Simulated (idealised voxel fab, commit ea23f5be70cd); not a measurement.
The process module that follows is named voxel capacitor over wiring.
Square cell edge 5 nm, section width 240 nm, ID cut.
A cross-section is a grid of square cells, given in bands from the top down. A band is one or more rows of cells.
In this notation a band is specified by the heights of its top and bottom, in that order and in nm, after which its materials appear from left to right, each paired with its width in nm. The word "all across" attached to a single material means that material fills the band from edge to edge; the word "air" stands for empty space.
Heights are expressed relative to 0, this being the level below which the as-received wafer comprises one material exclusively. The lowest band is unbounded in the downward direction and is denoted as in "0 -> down".
The notation "30..40" denotes a width that varies across the rows of cells in the band, beginning at the first number in the top row, finishing at the second number in the bottom row, and changing by an identical amount from each row to the next.
No cell of the cross-section changed in a step that is given as "nothing different".
You'll see "Unvented voids" listing empty spaces that have no way open to the top, as long as they're 8 cells or more; the notation is width x height at distance, where the distance is from the left edge, and all of it is in nm.
What comes after the settings on a step's line is commentary from the simulator itself on that step.
"overlay nm", when on a step's line for a step with a mask, measures how far to the right of its planned place the mask lay; a negative measure means to the left.
Heads up before you read on: it's before/after pairs around one process step each, after side only down to the lowest band that changed, step plus settings under the pair. Pairs can be from different runs of this module, same starting wafer, so only chain a pair onto the one above if its "Before processing step" entry says so.
-- Before processing step
* 0 -> down | Si all across
* Unvented voids: none
-- Post-Process View
* 15 -> 0 | SiO2 all across
* No changes below 0.
* Unvented voids: none
Step sandwiched between the two cross-sections above: CONFORMAL_DEP [material SiO2] [thk nm 15]
Before processing step: = after-state of the pair above.
-- Post-Process View
* 20 -> 15 | TiN all across
* No changes below 15.
* Unvented voids: none
Step sandwiched between the two cross-sections above: DIRECTIONAL_DEP [material TiN] [thk nm 5]
Before processing step: = after-state of the pair above.
-- Post-Process View
* 35 -> 20 | Ru all across
* No changes below 20.
* Unvented voids: none
Step sandwiched between the two cross-sections above: DIRECTIONAL_DEP [material Ru] [thk nm 15]
Before processing step: = after-state of the pair above.
-- Post-Process View
* 45 -> 35 | aC all across
* No changes below 35.
* Unvented voids: none
Step sandwiched between the two cross-sections above: DIRECTIONAL_DEP [material aC] [thk nm 10]
Before processing step: = after-state of the pair above.
-- Post-Process View
* 70 -> 45 | 70 of air  25 of resist  50 of air  25 of resist  70 of air
* No changes below 45.
* Unvented voids: none
Step sandwiched between the two cross-sections above: PATTERN [tone cover] [mask id METAL_1] [material resist] [width nm 25] [pitch nm 75] [thk nm 25] [overlay nm 0]
Before processing step: = after-state of the pair above.
-- Post-Process View
* 60 -> 45 | 70 of air  25 of resist  50 of air  25 of resist  70 of air
* 45 -> 35 | 70 of air  25 of aC  50 of air  25 of aC  70 of air
* No changes below 35.
* Unvented voids: none
Step sandwiched between the two cross-sections above: DIRECTIONAL_ETCH [etch materials aC] [depth nm 10]
Before processing step: = after-state of the pair above.
-- Post-Process View
* 45 -> 35 | 70 of air  25 of aC  50 of air  25 of aC  70 of air
* No changes below 35.
* Unvented voids: none
Step sandwiched between the two cross-sections above: STRIP [etch materials resist]
Before processing step: = after-state of the pair above.
-- Post-Process View
* 45 -> 35 | 70 of air  25 of aC  50 of air  25 of aC  70 of air
* 35 -> 20 | 70 of air  25 of Ru  50 of air  25 of Ru  70 of air
* No changes below 20.
* Unvented voids: none
Step sandwiched between the two cross-sections above: DIRECTIONAL_ETCH [etch materials Ru] [depth nm 15]
Before processing step: = after-state of the pair above.
-- Post-Process View
* 45 -> 35 | 70 of air  25 of aC  50 of air  25 of aC  70 of air
* 35 -> 20 | 70 of air  25 of Ru  50 of air  25 of Ru  70 of air
* 20 -> 15 | 70 of air  25 of TiN  50 of air  25 of TiN  70 of air
* No changes below 15.
* Unvented voids: none
Step sandwiched between the two cross-sections above: DIRECTIONAL_ETCH [etch materials TiN] [depth nm 5]
Before processing step: = after-state of the pair above.
-- Post-Process View
* 35 -> 20 | 70 of air  25 of Ru  50 of air  25 of Ru  70 of air
* No changes below 20.
* Unvented voids: none
Step sandwiched between the two cross-sections above: STRIP [etch materials aC]
Before processing step: = after-state of the pair above.
-- Post-Process View
* 45 -> 35 | SiO2 all across
* 35 -> 20 | 70 of SiO2  25 of Ru  50 of SiO2  25 of Ru  70 of SiO2
* 20 -> 15 | 70 of SiO2  25 of TiN  50 of SiO2  25 of TiN  70 of SiO2
* No changes below 15.
* Unvented voids: none
Step sandwiched between the two cross-sections above: FILL_DEP [material SiO2] [thk nm 10]
Before processing step: = after-state of the pair above.
-- Post-Process View
* 35 -> 20 | 70 of SiO2  25 of Ru  50 of SiO2  25 of Ru  70 of SiO2
* No changes below 20.
* Unvented voids: none
Step sandwiched between the two cross-sections above: CMP [height nm 35]
Before processing step: = after-state of the pair above.
-- Post-Process View
* 40 -> 35 | SiCN all across
* No changes below 35.
* Unvented voids: none
Step sandwiched between the two cross-sections above: CONFORMAL_DEP [material SiCN] [thk nm 5]
Before processing step: = after-state of the pair above.
-- Post-Process View
* 60 -> 40 | SiO2 all across
* No changes below 40.
* Unvented voids: none
Step sandwiched between the two cross-sections above: DIRECTIONAL_DEP [material SiO2] [thk nm 20]
Before processing step: = after-state of the pair above.
-- Post-Process View
* 60 -> 40 | 80 of SiO2  15 of air  145 of SiO2
* No changes below 40.
* Unvented voids: none
Step sandwiched between the two cross-sections above: MASKED_ETCH [tone open] [mask id PLUG_1] [width nm 15] [etch materials SiO2] [depth nm 20] [overlay nm 0]
Before processing step: = after-state of the pair above.
-- Post-Process View
* 60 -> 40 | 80 of SiO2  15 of air  145 of SiO2
* 40 -> 35 | 80 of SiCN  15 of air  145 of SiCN
* No changes below 35.
* Unvented voids: none
Step sandwiched between the two cross-sections above: MASKED_ETCH [tone open] [mask id PLUG_1] [width nm 15] [etch materials SiCN] [depth nm 5] [overlay nm 0]
Before processing step: = after-state of the pair above.
-- Post-Process View
* 60 -> 45 | 80 of SiO2  15 of air  145 of SiO2
* 45 -> 40 | 80 of SiO2  15 of Ru  145 of SiO2
* 40 -> 35 | 80 of SiCN  15 of Ru  145 of SiCN
* No changes below 35.
* Unvented voids: none
Step sandwiched between the two cross-sections above: EPI [material Ru] [thk nm 10]
Before processing step: = after-state of the pair above.
-- Post-Process View
* 60 -> 55 | 80 of SiO2  15 of air  145 of SiO2
* 55 -> 40 | 80 of SiO2  15 of Ru  145 of SiO2
* No changes below 40.
* Unvented voids: none
Step sandwiched between the two cross-sections above: EPI [material Ru] [thk nm 10]
Before processing step: = after-state of the pair above.
-- Post-Process View
* 60 -> 40 | 80 of SiO2  15 of Ru  145 of SiO2
* No changes below 40.
* Unvented voids: none
Step sandwiched between the two cross-sections above: EPI [material Ru] [thk nm 5]
Before processing step: = after-state of the pair above.
-- Post-Process View
* 70 -> 60 | TiN all across
* No changes below 60.
* Unvented voids: none
Step sandwiched between the two cross-sections above: DIRECTIONAL_DEP [material TiN] [thk nm 10]
Before processing step: = after-state of the pair above.
-- Post-Process View
* 75 -> 70 | SiN all across
* No changes below 70.
* Unvented voids: none
Step sandwiched between the two cross-sections above: DIRECTIONAL_DEP [material SiN] [thk nm 5]
Before processing step: = after-state of the pair above.
-- Post-Process View
* 85 -> 75 | TiN all across
* No changes below 75.
* Unvented voids: none
Step sandwiched between the two cross-sections above: DIRECTIONAL_DEP [material TiN] [thk nm 10]
Before processing step: = after-state of the pair above.
-- Post-Process View
* 100 -> 85 | aC all across
* No changes below 85.
* Unvented voids: none
Step sandwiched between the two cross-sections above: DIRECTIONAL_DEP [material aC] [thk nm 15]
Before processing step: = after-state of the pair above.
-- Post-Process View
* 130 -> 100 | 80 of air  55 of resist  105 of air
* No changes below 100.
* Unvented voids: none
Step sandwiched between the two cross-sections above: PATTERN [tone cover] [mask id UPPER_PLATE] [material resist] [width nm 55] [thk nm 30] [overlay nm 0]
Before processing step: = after-state of the pair above.
-- Post-Process View
* 115 -> 100 | 80 of air  55 of resist  105 of air
* 100 -> 85 | 80 of air  55 of aC  105 of air
* No changes below 85.
* Unvented voids: none
Step sandwiched between the two cross-sections above: DIRECTIONAL_ETCH [etch materials aC] [depth nm 15]
Before processing step: = after-state of the pair above.
-- Post-Process View
* 100 -> 85 | 80 of air  55 of aC  105 of air
* No changes below 85.
* Unvented voids: none
Step sandwiched between the two cross-sections above: STRIP [etch materials resist]
Before processing step: = after-state of the pair above.
-- Post-Process View
* 100 -> 85 | 80 of air  55 of aC  105 of air
* 85 -> 75 | 80 of air  55 of TiN  105 of air
* No changes below 75.
* Unvented voids: none
Step sandwiched between the two cross-sections above: DIRECTIONAL_ETCH [etch materials TiN] [depth nm 10]
Before processing step: = after-state of the pair above.
-- Post-Process View
* 100 -> 85 | 80 of air  55 of aC  105 of air
* 85 -> 75 | 80 of air  55 of TiN  105 of air
* 75 -> 70 | 80 of air  55 of SiN  105 of air
* No changes below 70.
* Unvented voids: none
Step sandwiched between the two cross-sections above: DIRECTIONAL_ETCH [etch materials SiN] [depth nm 5]
Before processing step: = after-state of the pair above.
-- Post-Process View
* 85 -> 75 | 80 of air  55 of TiN  105 of air
* No changes below 75.
* Unvented voids: none
Step sandwiched between the two cross-sections above: STRIP [etch materials aC]
Before processing step: = after-state of the pair above.
-- Post-Process View
* 100 -> 85 | 80 of air  55 of aC  105 of air
* 85 -> 75 | 80 of aC  55 of TiN  105 of aC
* 75 -> 70 | 80 of aC  55 of SiN  105 of aC
* No changes below 70.
* Unvented voids: none
Step sandwiched between the two cross-sections above: DIRECTIONAL_DEP [material aC] [thk nm 15]
Before processing step: = after-state of the pair above.
-- Post-Process View
* 130 -> 100 | 75 of air  65 of resist  100 of air
* 100 -> 85 | 75 of air  5 of resist  55 of aC  5 of resist  100 of air
* No changes below 85.
* Unvented voids: none
Step sandwiched between the two cross-sections above: PATTERN [tone cover] [mask id LOWER_PLATE] [material resist] [width nm 65] [thk nm 30] [overlay nm 0]
Before processing step: = after-state of the pair above.
-- Post-Process View
* 115 -> 100 | 75 of air  65 of resist  100 of air
* 100 -> 85 | 75 of air  5 of resist  55 of aC  5 of resist  100 of air
* 85 -> 75 | 75 of air  5 of aC  55 of TiN  5 of aC  100 of air
* 75 -> 70 | 75 of air  5 of aC  55 of SiN  5 of aC  100 of air
* No changes below 70.
* Unvented voids: none
Step sandwiched between the two cross-sections above: DIRECTIONAL_ETCH [etch materials aC] [depth nm 15]
Before processing step: = after-state of the pair above.
-- Post-Process View
* 100 -> 85 | 80 of air  55 of aC  105 of air
* No changes below 85.
* Unvented voids: none
Step sandwiched between the two cross-sections above: STRIP [etch materials resist]
Before processing step: = after-state of the pair above.
-- Post-Process View
* 100 -> 85 | 80 of air  55 of aC  105 of air
* 85 -> 75 | 75 of air  5 of aC  55 of TiN  5 of aC  100 of air
* 75 -> 70 | 75 of air  5 of aC  55 of SiN  5 of aC  100 of air
* 70 -> 60 | 75 of air  65 of TiN  100 of air
* No changes below 60.
* Unvented voids: none
Step sandwiched between the two cross-sections above: DIRECTIONAL_ETCH [etch materials TiN] [depth nm 10]
Before processing step: = after-state of the pair above.
-- Post-Process View
* 85 -> 75 | 80 of air  55 of TiN  105 of air
* 75 -> 70 | 80 of air  55 of SiN  105 of air
* No changes below 70.
* Unvented voids: none
Step sandwiched between the two cross-sections above: STRIP [etch materials aC]
Before processing step: = after-state of the pair above.
-- Post-Process View
* 100 -> 85 | SiO2 all across
* 85 -> 75 | 80 of SiO2  55 of TiN  105 of SiO2
* 75 -> 70 | 80 of SiO2  55 of SiN  105 of SiO2
* 70 -> 60 | 75 of SiO2  65 of TiN  100 of SiO2
* No changes below 60.
* Unvented voids: none
Step sandwiched between the two cross-sections above: FILL_DEP [material SiO2] [thk nm 15]
Before processing step: = after-state of the pair above.
-- Post-Process View
* 95 -> 85 | SiO2 all across
* No changes below 85.
* Unvented voids: none
Step sandwiched between the two cross-sections above: CMP [height nm 95]
Before processing step: = after-state of the pair above.
-- Post-Process View
* 105 -> 95 | aC all across
* No changes below 95.
* Unvented voids: none
Step sandwiched between the two cross-sections above: DIRECTIONAL_DEP [material aC] [thk nm 10]
Before processing step: = after-state of the pair above.
-- Post-Process View
* 135 -> 105 | 90 of resist  15 of air  135 of resist
* No changes below 105.
* Unvented voids: none
Step sandwiched between the two cross-sections above: PATTERN [tone open] [mask id PLUG_2] [material resist] [width nm 15] [thk nm 30] [overlay nm 0]
Before processing step: = after-state of the pair above.
-- Post-Process View
* 125 -> 105 | 90 of resist  15 of air  135 of resist
* 105 -> 95 | 90 of aC  15 of air  135 of aC
* No changes below 95.
* Unvented voids: none
Step sandwiched between the two cross-sections above: DIRECTIONAL_ETCH [etch materials aC] [depth nm 10]
Before processing step: = after-state of the pair above.
-- Post-Process View
* 105 -> 95 | 90 of aC  15 of air  135 of aC
* No changes below 95.
* Unvented voids: none
Step sandwiched between the two cross-sections above: STRIP [etch materials resist]
Before processing step: = after-state of the pair above.
-- Post-Process View
* 105 -> 95 | 90 of aC  15 of air  135 of aC
* 95 -> 85 | 90 of SiO2  15 of air  135 of SiO2
* No changes below 85.
* Unvented voids: none
Step sandwiched between the two cross-sections above: DIRECTIONAL_ETCH [etch materials SiO2] [depth nm 10]
Before processing step: = after-state of the pair above.
-- Post-Process View
* 95 -> 85 | 90 of SiO2  15 of air  135 of SiO2
* No changes below 85.
* Unvented voids: none
Step sandwiched between the two cross-sections above: STRIP [etch materials aC]
Before processing step: = after-state of the pair above.
-- Post-Process View
* 100 -> 95 | 95 of TiN  5 of air  140 of TiN
* 95 -> 90 | 90 of SiO2  5 of TiN  5 of air  5 of TiN  135 of SiO2
* 90 -> 85 | 90 of SiO2  15 of TiN  135 of SiO2
* No changes below 85.
* Unvented voids: none
Step sandwiched between the two cross-sections above: CONFORMAL_DEP [material TiN] [thk nm 5]
Before processing step: = after-state of the pair above.
-- Post-Process View
* 105 -> 100 | Cu all across
* 100 -> 95 | 95 of TiN  5 of Cu  140 of TiN
* 95 -> 90 | 90 of SiO2  5 of TiN  5 of Cu  5 of TiN  135 of SiO2
* No changes below 90.
* Unvented voids: none
Step sandwiched between the two cross-sections above: FILL_DEP [material Cu] [thk nm 5]
Before processing step: = after-state of the pair above.
-- Post-Process View
* 95 -> 90 | 90 of SiO2  5 of TiN  5 of Cu  5 of TiN  135 of SiO2
* No changes below 90.
* Unvented voids: none
Step sandwiched between the two cross-sections above: CMP [height nm 95]
Before processing step: = after-state of the pair above.
-- Post-Process View
* 100 -> 95 | SiN all across
* No changes below 95.
* Unvented voids: none
Step sandwiched between the two cross-sections above: CONFORMAL_DEP [material SiN] [thk nm 5]
-- Before processing step
* 40 -> 35 | SiCN all across
* 35 -> 20 | 70 of SiO2  25 of Ru  50 of SiO2  25 of Ru  70 of SiO2
* 20 -> 15 | 70 of SiO2  25 of TiN  50 of SiO2  25 of TiN  70 of SiO2
* 15 -> 0 | SiO2 all across
* 0 -> down | Si all across
* Unvented voids: none
-- Post-Process View
* 40 -> 35 | 80 of SiCN  15 of air  145 of SiCN
* No changes below 35.
* Unvented voids: none
Step sandwiched between the two cross-sections above: MASKED_ETCH [tone open] [mask id PLUG_1] [width nm 15] [etch materials SiCN] [depth nm 5] [overlay nm 0]
Before processing step: = after-state of the pair above.
-- Post-Process View
* 45 -> 40 | 75 of air  25 of Ru  140 of air
* 40 -> 35 | 80 of SiCN  15 of Ru  145 of SiCN
* No changes below 35.
* Unvented voids: none
Step sandwiched between the two cross-sections above: EPI [material Ru] [thk nm 10]
Before processing step: = after-state of the pair above.
-- Post-Process View
* 55 -> 40 | 65 of air  45 of Ru  130 of air
* No changes below 40.
* Unvented voids: none
Step sandwiched between the two cross-sections above: EPI [material Ru] [thk nm 10]
Before processing step: = after-state of the pair above.
-- Post-Process View
* 60 -> 40 | 60 of air  55 of Ru  125 of air
* No changes below 40.
* Unvented voids: none
Step sandwiched between the two cross-sections above: EPI [material Ru] [thk nm 5]
Before processing step: = after-state of the pair above.
-- Post-Process View
* 70 -> 60 | 60 of air  55 of TiN  125 of air
* 60 -> 50 | 60 of air  55 of Ru  125 of air
* 50 -> 40 | 60 of TiN  55 of Ru  125 of TiN
* No changes below 40.
* Unvented voids: none
Step sandwiched between the two cross-sections above: DIRECTIONAL_DEP [material TiN] [thk nm 10]
Before processing step: = after-state of the pair above.
-- Post-Process View
* 75 -> 70 | 60 of air  55 of SiN  125 of air
* 70 -> 60 | 60 of air  55 of TiN  125 of air
* 60 -> 55 | 60 of air  55 of Ru  125 of air
* 55 -> 50 | 60 of SiN  55 of Ru  125 of SiN
* No changes below 50.
* Unvented voids: none
Step sandwiched between the two cross-sections above: DIRECTIONAL_DEP [material SiN] [thk nm 5]
Before processing step: = after-state of the pair above.
-- Post-Process View
* 85 -> 75 | 60 of air  55 of TiN  125 of air
* 75 -> 70 | 60 of air  55 of SiN  125 of air
* 70 -> 65 | 60 of air  55 of TiN  125 of air
* 65 -> 60 | TiN all across
* 60 -> 55 | 60 of TiN  55 of Ru  125 of TiN
* No changes below 55.
* Unvented voids: none
Step sandwiched between the two cross-sections above: DIRECTIONAL_DEP [material TiN] [thk nm 10]
Before processing step: = after-state of the pair above.
-- Post-Process View
* 100 -> 85 | 60 of air  55 of aC  125 of air
* 85 -> 80 | 60 of air  55 of TiN  125 of air
* 80 -> 75 | 60 of aC  55 of TiN  125 of aC
* 75 -> 70 | 60 of aC  55 of SiN  125 of aC
* 70 -> 65 | 60 of aC  55 of TiN  125 of aC
* No changes below 65.
* Unvented voids: none
Step sandwiched between the two cross-sections above: DIRECTIONAL_DEP [material aC] [thk nm 15]
Before processing step: = after-state of the pair above.
-- Post-Process View
* 130 -> 100 | 80 of air  55 of resist  105 of air
* 100 -> 85 | 60 of air  55 of aC  20 of resist  105 of air
* 85 -> 80 | 60 of air  55 of TiN  20 of resist  105 of air
* No changes below 80.
* Unvented voids: none
Step sandwiched between the two cross-sections above: PATTERN [tone cover] [mask id UPPER_PLATE] [material resist] [width nm 55] [thk nm 30] [overlay nm 0]
Before processing step: = after-state of the pair above.
-- Post-Process View
* 115 -> 100 | 80 of air  55 of resist  105 of air
* 100 -> 85 | 80 of air  35 of aC  20 of resist  105 of air
* 85 -> 80 | 60 of air  55 of TiN  20 of resist  105 of air
* 80 -> 75 | 60 of air  55 of TiN  20 of aC  105 of air
* 75 -> 70 | 60 of air  55 of SiN  20 of aC  105 of air
* 70 -> 65 | 60 of air  55 of TiN  20 of aC  105 of air
* No changes below 65.
* Unvented voids: none
Step sandwiched between the two cross-sections above: DIRECTIONAL_ETCH [etch materials aC] [depth nm 15]
Before processing step: = after-state of the pair above.
-- Post-Process View
* 100 -> 85 | 80 of air  35 of aC  125 of air
* 85 -> 80 | 60 of air  55 of TiN  125 of air
* No changes below 80.
* Unvented voids: none
Step sandwiched between the two cross-sections above: STRIP [etch materials resist]
Before processing step: = after-state of the pair above.
-- Post-Process View
* 100 -> 85 | 80 of air  35 of aC  125 of air
* 85 -> 80 | 80 of air  35 of TiN  125 of air
* 80 -> 75 | 80 of air  35 of TiN  20 of aC  105 of air
* 75 -> 70 | 60 of air  55 of SiN  20 of aC  105 of air
* 70 -> 65 | 60 of air  55 of TiN  20 of aC  105 of air
* 65 -> 60 | 60 of air  75 of TiN  105 of air
* 60 -> 55 | 60 of air  55 of Ru  20 of TiN  105 of air
* No changes below 55.
* Unvented voids: none
Step sandwiched between the two cross-sections above: DIRECTIONAL_ETCH [etch materials TiN] [depth nm 10]
Before processing step: = after-state of the pair above.
-- Post-Process View
* 100 -> 85 | 80 of air  35 of aC  125 of air
* 85 -> 80 | 80 of air  35 of TiN  125 of air
* 80 -> 75 | 80 of air  35 of TiN  20 of aC  105 of air
* 75 -> 70 | 80 of air  35 of SiN  20 of aC  105 of air
* 70 -> 65 | 60 of air  55 of TiN  20 of aC  105 of air
* 65 -> 60 | 60 of air  75 of TiN  105 of air
* 60 -> 55 | 60 of air  55 of Ru  20 of TiN  105 of air
* 55 -> 50 | 60 of air  55 of Ru  20 of SiN  105 of air
* No changes below 50.
* Unvented voids: none
Step sandwiched between the two cross-sections above: DIRECTIONAL_ETCH [etch materials SiN] [depth nm 5]
Before processing step: = after-state of the pair above.
-- Post-Process View
* 85 -> 75 | 80 of air  35 of TiN  125 of air
* 75 -> 70 | 80 of air  35 of SiN  125 of air
* 70 -> 60 | 60 of air  55..75 of TiN  125..105 of air
* No changes below 60.
* Unvented voids: none
Step sandwiched between the two cross-sections above: STRIP [etch materials aC]
Before processing step: = after-state of the pair above.
-- Post-Process View
* 100 -> 85 | 80 of air  35 of aC  125 of air
* 85 -> 80 | 60 of air  20 of aC  35 of TiN  125 of air
* 80 -> 75 | 60 of air  20 of aC  35 of TiN  20 of aC  105 of air
* 75 -> 70 | 60 of air  20 of aC  35 of SiN  20 of aC  105 of air
* 70 -> 65 | 60 of air  55 of TiN  20 of aC  105 of air
* 65 -> 60 | 60 of aC  75 of TiN  105 of aC
* 60 -> 55 | 60 of aC  55 of Ru  20 of TiN  105 of aC
* 55 -> 50 | 60 of aC  55 of Ru  20 of SiN  105 of aC
* No changes below 50.
* Unvented voids: none
Step sandwiched between the two cross-sections above: DIRECTIONAL_DEP [material aC] [thk nm 15]
Before processing step: = after-state of the pair above.
-- Post-Process View
* 130 -> 100 | 75 of air  65 of resist  100 of air
* 100 -> 85 | 75 of air  5 of resist  35 of aC  25 of resist  100 of air
* 85 -> 80 | 60 of air  20 of aC  35 of TiN  25 of resist  100 of air
* 80 -> 75 | 60 of air  20 of aC  35 of TiN  20 of aC  5 of resist  100 of air
* 75 -> 70 | 60 of air  20 of aC  35 of SiN  20 of aC  5 of resist  100 of air
* 70 -> 65 | 60 of air  55 of TiN  20 of aC  5 of resist  100 of air
* No changes below 65.
* Unvented voids: none
Step sandwiched between the two cross-sections above: PATTERN [tone cover] [mask id LOWER_PLATE] [material resist] [width nm 65] [thk nm 30] [overlay nm 0]
Before processing step: = after-state of the pair above.
-- Post-Process View
* 115 -> 100 | 75 of air  65 of resist  100 of air
* 100 -> 85 | 75 of air  5 of resist  35 of aC  25 of resist  100 of air
* 85 -> 80 | 75 of air  5 of aC  35 of TiN  25 of resist  100 of air
* 80 -> 75 | 75 of air  5 of aC  35 of TiN  20 of aC  5 of resist  100 of air
* 75 -> 70 | 75 of air  5 of aC  35 of SiN  20 of aC  5 of resist  100 of air
* 70 -> 65 | 60 of air  55 of TiN  20 of aC  5 of resist  100 of air
* 65 -> 60 | 60 of air  75 of TiN  5 of aC  100 of air
* 60 -> 55 | 60 of air  55 of Ru  20 of TiN  5 of aC  100 of air
* 55 -> 50 | 60 of air  55 of Ru  20 of SiN  5 of aC  100 of air
* No changes below 50.
* Unvented voids: none
Step sandwiched between the two cross-sections above: DIRECTIONAL_ETCH [etch materials aC] [depth nm 15]
Before processing step: = after-state of the pair above.
-- Post-Process View
* 100 -> 85 | 80 of air  35 of aC  125 of air
* 85 -> 80 | 75 of air  5 of aC  35 of TiN  125 of air
* 80 -> 75 | 75 of air  5 of aC  35 of TiN  20 of aC  105 of air
* 75 -> 70 | 75 of air  5 of aC  35 of SiN  20 of aC  105 of air
* 70 -> 60 | 60 of air  55..75 of TiN  20..5 of aC  105..100 of air
* No changes below 60.
* Unvented voids: none
Step sandwiched between the two cross-sections above: STRIP [etch materials resist]
Before processing step: = after-state of the pair above.
-- Post-Process View
* 100 -> 85 | 80 of air  35 of aC  125 of air
* 85 -> 80 | 75 of air  5 of aC  35 of TiN  125 of air
* 80 -> 75 | 75 of air  5 of aC  35 of TiN  20 of aC  105 of air
* 75 -> 70 | 75 of air  5 of aC  35 of SiN  20 of aC  105 of air
* 70 -> 60 | 75 of air  40..60 of TiN  20..5 of aC  105..100 of air
* 60 -> 55 | 60 of air  55 of Ru  20 of TiN  5 of aC  100 of air
* 55 -> 50 | 60 of air  55 of Ru  20 of SiN  5 of aC  100 of air
* 50 -> 40 | 60 of air  55 of Ru  25 of TiN  100 of air
* No changes below 40.
* Unvented voids: none
Step sandwiched between the two cross-sections above: DIRECTIONAL_ETCH [etch materials TiN] [depth nm 10]
Before processing step: = after-state of the pair above.
-- Post-Process View
* 85 -> 75 | 80 of air  35 of TiN  125 of air
* 75 -> 70 | 80 of air  35 of SiN  125 of air
* 70 -> 60 | 75 of air  40..60 of TiN  125..105 of air
* 60 -> 55 | 60 of air  55 of Ru  20 of TiN  105 of air
* 55 -> 50 | 60 of air  55 of Ru  20 of SiN  105 of air
* No changes below 50.
* Unvented voids: none
Step sandwiched between the two cross-sections above: STRIP [etch materials aC]
Before processing step: = after-state of the pair above.
-- Post-Process View
* 100 -> 85 | SiO2 all across
* 85 -> 75 | 80 of SiO2  35 of TiN  125 of SiO2
* 75 -> 70 | 80 of SiO2  35 of SiN  125 of SiO2
* 70 -> 60 | 75 of SiO2  40..60 of TiN  125..105 of SiO2
* 60 -> 55 | 60 of SiO2  55 of Ru  20 of TiN  105 of SiO2
* 55 -> 50 | 60 of SiO2  55 of Ru  20 of SiN  105 of SiO2
* 50 -> 40 | 60 of SiO2  55 of Ru  25 of TiN  100 of SiO2
* No changes below 40.
* Unvented voids: none
Step sandwiched between the two cross-sections above: FILL_DEP [material SiO2] [thk nm 15]
Before processing step: = after-state of the pair above.
-- Post-Process View
* 95 -> 85 | SiO2 all across
* No changes below 85.
* Unvented voids: none
Step sandwiched between the two cross-sections above: CMP [height nm 95]
Before processing step: = after-state of the pair above.
-- Post-Process View
* 105 -> 95 | aC all across
* No changes below 95.
* Unvented voids: none
Step sandwiched between the two cross-sections above: DIRECTIONAL_DEP [material aC] [thk nm 10]
Before processing step: = after-state of the pair above.
-- Post-Process View
* 135 -> 105 | 90 of resist  15 of air  135 of resist
* No changes below 105.
* Unvented voids: none
Step sandwiched between the two cross-sections above: PATTERN [tone open] [mask id PLUG_2] [material resist] [width nm 15] [thk nm 30] [overlay nm 0]
Before processing step: = after-state of the pair above.
-- Post-Process View
* 125 -> 105 | 90 of resist  15 of air  135 of resist
* 105 -> 95 | 90 of aC  15 of air  135 of aC
* No changes below 95.
* Unvented voids: none
Step sandwiched between the two cross-sections above: DIRECTIONAL_ETCH [etch materials aC] [depth nm 10]
Before processing step: = after-state of the pair above.
-- Post-Process View
* 105 -> 95 | 90 of aC  15 of air  135 of aC
* No changes below 95.
* Unvented voids: none
Step sandwiched between the two cross-sections above: STRIP [etch materials resist]
Before processing step: = after-state of the pair above.
-- Post-Process View
* 105 -> 95 | 90 of aC  15 of air  135 of aC
* 95 -> 85 | 90 of SiO2  15 of air  135 of SiO2
* No changes below 85.
* Unvented voids: none
Step sandwiched between the two cross-sections above: DIRECTIONAL_ETCH [etch materials SiO2] [depth nm 10]
Before processing step: = after-state of the pair above.
-- Post-Process View
* 95 -> 85 | 90 of SiO2  15 of air  135 of SiO2
* No changes below 85.
* Unvented voids: none
Step sandwiched between the two cross-sections above: STRIP [etch materials aC]
Before processing step: = after-state of the pair above.
-- Post-Process View
* 100 -> 95 | 95 of TiN  5 of air  140 of TiN
* 95 -> 90 | 90 of SiO2  5 of TiN  5 of air  5 of TiN  135 of SiO2
* 90 -> 85 | 90 of SiO2  15 of TiN  135 of SiO2
* No changes below 85.
* Unvented voids: none
Step sandwiched between the two cross-sections above: CONFORMAL_DEP [material TiN] [thk nm 5]
Before processing step: = after-state of the pair above.
-- Post-Process View
* 105 -> 100 | Cu all across
* 100 -> 95 | 95 of TiN  5 of Cu  140 of TiN
* 95 -> 90 | 90 of SiO2  5 of TiN  5 of Cu  5 of TiN  135 of SiO2
* No changes below 90.
* Unvented voids: none
Step sandwiched between the two cross-sections above: FILL_DEP [material Cu] [thk nm 5]
Before processing step: = after-state of the pair above.
-- Post-Process View
* 95 -> 90 | 90 of SiO2  5 of TiN  5 of Cu  5 of TiN  135 of SiO2
* No changes below 90.
* Unvented voids: none
Step sandwiched between the two cross-sections above: CMP [height nm 95]
Before processing step: = after-state of the pair above.
-- Post-Process View
* 100 -> 95 | SiN all across
* No changes below 95.
* Unvented voids: none
Step sandwiched between the two cross-sections above: CONFORMAL_DEP [material SiN] [thk nm 5]
-- Before processing step
* 60 -> 55 | 80 of SiO2  15 of air  145 of SiO2
* 55 -> 40 | 80 of SiO2  15 of Ru  145 of SiO2
* 40 -> 35 | 80 of SiCN  15 of Ru  145 of SiCN
* 35 -> 20 | 70 of SiO2  25 of Ru  50 of SiO2  25 of Ru  70 of SiO2
* 20 -> 15 | 70 of SiO2  25 of TiN  50 of SiO2  25 of TiN  70 of SiO2
* 15 -> 0 | SiO2 all across
* 0 -> down | Si all across
* Unvented voids: none
-- Post-Process View
* 65 -> 60 | 75 of air  25 of Ru  140 of air
* 60 -> 40 | 80 of SiO2  15 of Ru  145 of SiO2
* No changes below 40.
* Unvented voids: none
Step sandwiched between the two cross-sections above: EPI [material Ru] [thk nm 10]
Before processing step: = after-state of the pair above.
-- Post-Process View
* 70 -> 60 | 70 of air  35 of Ru  135 of air
* No changes below 60.
* Unvented voids: none
Step sandwiched between the two cross-sections above: EPI [material Ru] [thk nm 5]
Before processing step: = after-state of the pair above.
-- Post-Process View
* 80 -> 70 | 70 of air  35 of TiN  135 of air
* 70 -> 60 | 70 of TiN  35 of Ru  135 of TiN
* No changes below 60.
* Unvented voids: none
Step sandwiched between the two cross-sections above: DIRECTIONAL_DEP [material TiN] [thk nm 10]
Before processing step: = after-state of the pair above.
-- Post-Process View
* 85 -> 80 | 70 of air  35 of SiN  135 of air
* 80 -> 75 | 70 of air  35 of TiN  135 of air
* 75 -> 70 | 70 of SiN  35 of TiN  135 of SiN
* No changes below 70.
* Unvented voids: none
Step sandwiched between the two cross-sections above: DIRECTIONAL_DEP [material SiN] [thk nm 5]
Before processing step: = after-state of the pair above.
-- Post-Process View
* 95 -> 85 | 70 of air  35 of TiN  135 of air
* 85 -> 80 | 70 of TiN  35 of SiN  135 of TiN
* 80 -> 75 | TiN all across
* No changes below 75.
* Unvented voids: none
Step sandwiched between the two cross-sections above: DIRECTIONAL_DEP [material TiN] [thk nm 10]
Before processing step: = after-state of the pair above.
-- Post-Process View
* 110 -> 100 | 70 of air  35 of aC  135 of air
* 100 -> 95 | aC all across
* 95 -> 85 | 70 of aC  35 of TiN  135 of aC
* No changes below 85.
* Unvented voids: none
Step sandwiched between the two cross-sections above: DIRECTIONAL_DEP [material aC] [thk nm 15]
